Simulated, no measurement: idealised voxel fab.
A process module follows: voxel air gaps.
The cross-section shown here is cut; it is 215 nm wide and divided into square cells measuring 5 nm on a side.
Throughout this document, each cross-section is represented as a grid of square cells and is presented as a sequence of bands enumerated from the top downward, where a band comprises one or more rows of cells.
For a band, the entry starts with two heights in nm, that of the top and then that of the bottom, and carries on with the band's materials in order from left to right, each alongside its width in nm; the word "all across" beside a single material means it fills the band edge to edge, and "blank" means empty space.
Basically, 0 is our baseline, since under it the wafer straight out of the box is all one material. The bottom band has no lower end and keeps on going down, so it looks like "0 and below".
Width: "30->40" (first number = top row, second number = bottom row, same change from row to row of cells).
"changes: none" -> step changed no cross-section cell.
Empty spaces counting at least 8 cells and having no open way to the top are listed in "Enclosed cavity list". The notation width x height at distance is used for each, the distance being from the left edge and all three values in nm.
after a step's settings: what the simulator itself notes on the step
"overlay nm" on a masked step: distance the mask lay right of its planned place, negative for left.

### plan
1) op RECEIVE | material Si
2) op CONFORMAL_DEP | material SiO2 | thk nm 10
3) op CONFORMAL_DEP | material SiN | thk nm 5
4) op DIRECTIONAL_DEP | material lowk | thk nm 35
5) op DIRECTIONAL_DEP | material aC | thk nm 15
6) op PATTERN | tone open | mask id LINES | material resist | width nm 15 | pitch nm 45 | thk nm 35 | overlay nm 0
7) op DIRECTIONAL_ETCH | etch materials aC | depth nm 15
8) op STRIP | etch materials resist
9) op DIRECTIONAL_ETCH | etch materials lowk | depth nm 35
10) op STRIP | etch materials aC
11) op CONFORMAL_DEP | material TiN | thk nm 5
12) op FILL_DEP | material Ru | thk nm 10
13) op CMP | height nm 50
14) op EPI | material Ru | thk nm 10
15) op SELECTIVE_ETCH | etch materials lowk | depth nm 45
16) op CONFORMAL_DEP | material SiN | thk nm 5

### So this is the incoming wafer in cross-section - it's already been through step 1
> 0 and below = Si all across
> Enclosed cavity list: none

### Cross-sectional result after module completion. Note: starting condition and plan are unchanged from above; one processing mistake was made
> 65 down to 60 = SiN all across
> 60 down to 15 = Ru all across
> 15 down to 10 = SiN all across
> 10 down to 0 = SiO2 all across
> 0 and below = Si all across
> Enclosed cavity list: none
Deviation from plan: it should be noted that step 4 was executed with settings other than those planned, the operation and settings actually applied being op DIRECTIONAL_DEP | material Ru | thk nm 35
